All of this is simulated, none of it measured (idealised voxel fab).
Process module name: voxel gate over fins
Pictured: cross-section cut, 185 nm wide, on a grid of 5 nm square cells.
Throughout this document, each cross-section is represented as a grid of square cells and is presented as a sequence of bands enumerated from the top downward, where a band comprises one or more rows of cells.
Band entry format. Leading values: height of top, height of bottom, nm. Remainder: materials in left-to-right order, each with its width in nm. Special words: "throughout" on a single material, which then fills the band edge to edge; "blank", empty space.
Measure heights from 0. That's the level where, below it, the as-received wafer is all one material. The lowest band is bottomless and extends downward; write it as in "from 0 down".
Note: "30..40" means the width goes from the first number (top row of the band) to the second number (bottom row) in equal steps per row of cells.
What does "no change" mean for a step? It means no cell of the cross-section changed in that step.
The label "Enclosed empty spaces" introduces a list of the empty spaces, 8 cells or larger, that have no open way up to the top; each entry in it reads width x height at distance, where the distance is taken from the left edge and all three are stated in nm.
On a step's line, text after the settings is the simulator commenting on that step.
You can add "overlay nm" to a step's line. For a step with a mask, it describes how far the mask lay to the right of its planned position, and a negative number describes a lay to the left.
HERE'S WHAT THE PLANNED PROCESS STEPS LOOK LIKE
1. RECEIVE | material Si
2. CONFORMAL_DEP | material SiN | thk nm 5
3. DIRECTIONAL_DEP | material aC | thk nm 15
4. PATTERN | tone cover | mask id FINS | material resist | width nm 15 | pitch nm 35 | thk nm 30 | overlay nm 0
5. DIRECTIONAL_ETCH | etch materials aC | depth nm 15
6. STRIP | etch materials resist
7. DIRECTIONAL_ETCH | etch materials SiN | depth nm 5
8. DIRECTIONAL_ETCH | etch materials Si | depth nm 30
9. STRIP | etch materials aC
10. OXIDIZE | depth nm 5
11. FILL_DEP | material SiO2 | thk nm 15
12. CMP | height nm 5
13. SELECTIVE_ETCH | etch materials SiO2 | depth nm 15
14. STRIP | etch materials SiN
15. CONFORMAL_DEP | material HfO2 | thk nm 5
16. CONFORMAL_DEP | material TiN | thk nm 5
17. CONFORMAL_DEP | material TiAl | thk nm 5
18. CONFORMAL_DEP | material TiN | thk nm 5
19. FILL_DEP | material W | thk nm 10
20. CMP | height nm 25
21. CONFORMAL_DEP | material SiCN | thk nm 5
HERE'S WHAT THE WAFER LOOKED LIKE IN CROSS-SECTION WHEN IT ARRIVED - THAT'S AFTER STEP 1
> from 0 down  Si throughout
> Enclosed empty spaces: none
FIRST WAFER AT THE END, AS PLANNED
> from 30 to 25  SiCN throughout
> from 25 to 20  W throughout
> from 20 to 15  15 nm W / 150 nm TiN / 20 nm W
> from 15 to 10  15 nm W / 5 nm TiN / 140 nm TiAl / 5 nm TiN / 20 nm W
> from 10 to 5  20 nm TiN / 5 nm TiAl / 25 nm TiN / 10 nm TiAl / 25 nm TiN / 10 nm TiAl / 25 nm TiN / 10 nm TiAl / 25 nm TiN / 5 nm TiAl / 25 nm TiN
> from 5 to 0  25 nm TiAl / 5 nm TiN / 15 nm HfO2 / 5 nm TiN / 10 nm TiAl / 5 nm TiN / 15 nm HfO2 / 5 nm TiN / 10 nm TiAl / 5 nm TiN / 15 nm HfO2 / 5 nm TiN / 10 nm TiAl / 5 nm TiN / 15 nm HfO2 / 5 nm TiN / 30 nm TiAl
> from 0 to -5  30 nm TiN / 5 nm HfO2 / 5 nm Si / 5 nm HfO2 / 20 nm TiN / 5 nm HfO2 / 5 nm Si / 5 nm HfO2 / 20 nm TiN / 5 nm HfO2 / 5 nm Si / 5 nm HfO2 / 20 nm TiN / 5 nm HfO2 / 5 nm Si / 5 nm HfO2 / 35 nm TiN
> from -5 to -10  35 nm HfO2 / 5 nm Si / 30 nm HfO2 / 5 nm Si / 30 nm HfO2 / 5 nm Si / 30 nm HfO2 / 5 nm Si / 40 nm HfO2
> from -10 to -35  35 nm SiO2 / 5 nm Si / 30 nm SiO2 / 5 nm Si / 30 nm SiO2 / 5 nm Si / 30 nm SiO2 / 5 nm Si / 40 nm SiO2
> from -35 down  Si throughout
> Enclosed empty spaces: none
WAFER TWO, SECTIONED AFTER THE MODULE: THE FIRST WAFER'S START, THE FIRST WAFER'S PLAN, AND ONE MISTAKE IN HOW IT WAS RUN
> from 30 to 25  SiCN throughout
> from 25 to 20  W throughout
> from 20 to 15  15 nm W / 150 nm TiN / 20 nm W
> from 15 to 10  15 nm W / 5 nm TiN / 140 nm TiAl / 5 nm TiN / 20 nm W
> from 10 to 5  20 nm TiN / 5 nm TiAl / 25 nm TiN / 10 nm TiAl / 25 nm TiN / 10 nm TiAl / 25 nm TiN / 10 nm TiAl / 25 nm TiN / 5 nm TiAl / 25 nm TiN
> from 5 to 0  25 nm TiAl / 25 nm TiN / 10 nm TiAl / 25 nm TiN / 10 nm TiAl / 25 nm TiN / 10 nm TiAl / 25 nm TiN / 30 nm TiAl
> from 0 to -10  35 nm TiN / 5 nm Si / 30 nm TiN / 5 nm Si / 30 nm TiN / 5 nm Si / 30 nm TiN / 5 nm Si / 40 nm TiN
> from -10 to -35  35 nm SiO2 / 5 nm Si / 30 nm SiO2 / 5 nm Si / 30 nm SiO2 / 5 nm Si / 30 nm SiO2 / 5 nm Si / 40 nm SiO2
> from -35 down  Si throughout
> Enclosed empty spaces: none
Error vs. plan: it should be noted that step 15 was executed with settings other than those planned, the operation and settings actually applied being CONFORMAL_DEP | material TiN | thk nm 5
Bottom line after processing is that, in cells, the second wafer is up or down on some materials versus the first: HfO2: 53 fewer, TiN: 53 more
